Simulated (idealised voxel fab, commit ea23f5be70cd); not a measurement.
Process module name: voxel self aligned vias
We display cut, a cross-section 180 nm in width whose square cells are each 5 nm.
Throughout this document, each cross-section is represented as a grid of square cells and is presented as a sequence of bands enumerated from the top downward, where a band comprises one or more rows of cells.
Quick guide to a band line: top height, bottom height (nm) up front; then every material left to right with its width in nm. Only one material and it's marked "full width"? Then it fills the band edge to edge. And "empty" just means empty space.
For the purposes of this specification, 0 denotes the height below which the wafer in its as-received condition is composed wholly of one material, and the lowermost band, lacking a lower limit, extends downward without end, as expressed in "0 down".
The notation "30 to 40" denotes a width that varies across the rows of cells in the band, beginning at the first number in the top row, finishing at the second number in the bottom row, and changing by an identical amount from each row to the next.
"nothing different" -> step changed no cross-section cell.
Under "Enclosed cavities" you'll find the enclosed gaps, the ones with no way out to the top, that are 8 cells or bigger; each reads width x height at distance, with distance counted from the left edge, everything in nm.
Read whatever lies past the settings on a step's line as the simulator's own remark about the step.
You can add "overlay nm" to a step's line. For a step with a mask, it describes how far the mask lay to the right of its planned position, and a negative number describes a lay to the left.
## Process steps - plan
1. RECEIVE [material Si]
2. CONFORMAL_DEP [material SiO2] [thk nm 15]
3. CONFORMAL_DEP [material SiCN] [thk nm 5]
4. DIRECTIONAL_DEP [material lowk] [thk nm 25]
5. DIRECTIONAL_DEP [material aC] [thk nm 10]
6. PATTERN [tone open] [mask id LINES] [material resist] [width nm 20] [pitch nm 55] [thk nm 25] [overlay nm 0]
7. DIRECTIONAL_ETCH [etch materials aC] [depth nm 10]
8. STRIP [etch materials resist]
9. DIRECTIONAL_ETCH [etch materials lowk] [depth nm 25]
10. STRIP [etch materials aC]
11. CONFORMAL_DEP [material TiN] [thk nm 5]
12. FILL_DEP [material Ru] [thk nm 5]
13. CMP [height nm 45]
14. SELECTIVE_ETCH [etch materials W Ru TiN] [depth nm 5]
15. FILL_DEP [material SiN] [thk nm 10]
16. CMP [height nm 45]
17. DIRECTIONAL_DEP [material lowk] [thk nm 15]
18. PATTERN [tone open] [mask id VIAS] [material resist] [width nm 40] [pitch nm 55] [thk nm 15] [overlay nm 0]
19. DIRECTIONAL_ETCH [etch materials lowk] [depth nm 15]
20. DIRECTIONAL_ETCH [etch materials SiN] [depth nm 5]
21. STRIP [etch materials resist]
22. CONFORMAL_DEP [material TiN] [thk nm 5]
23. FILL_DEP [material W] [thk nm 10]
24. CMP [height nm 60]
25. CONFORMAL_DEP [material SiN] [thk nm 5]
## Received-state cross-section, reflecting completion of step 1
* 0 down  Si full width
* Enclosed cavities: none
## Final cross-section, module run with one mistake (start and plan as above)
* 65 to 60  SiN full width
* 60 to 50  lowk 15  TiN 5  W 30  TiN 5  lowk 15  TiN 5  W 30  TiN 5  lowk 15  TiN 5  W 30  TiN 5  lowk 15
* 50 to 45  lowk 15  TiN 40  lowk 15  TiN 40  lowk 15  TiN 40  lowk 15
* 45 to 40  SiCN full width
* 40 to 15  lowk full width
* 15 to 0  SiO2 full width
* 0 down  Si full width
* Enclosed cavities: none
Run error: contrary to the plan, steps 3 and 4 were processed in exchanged order
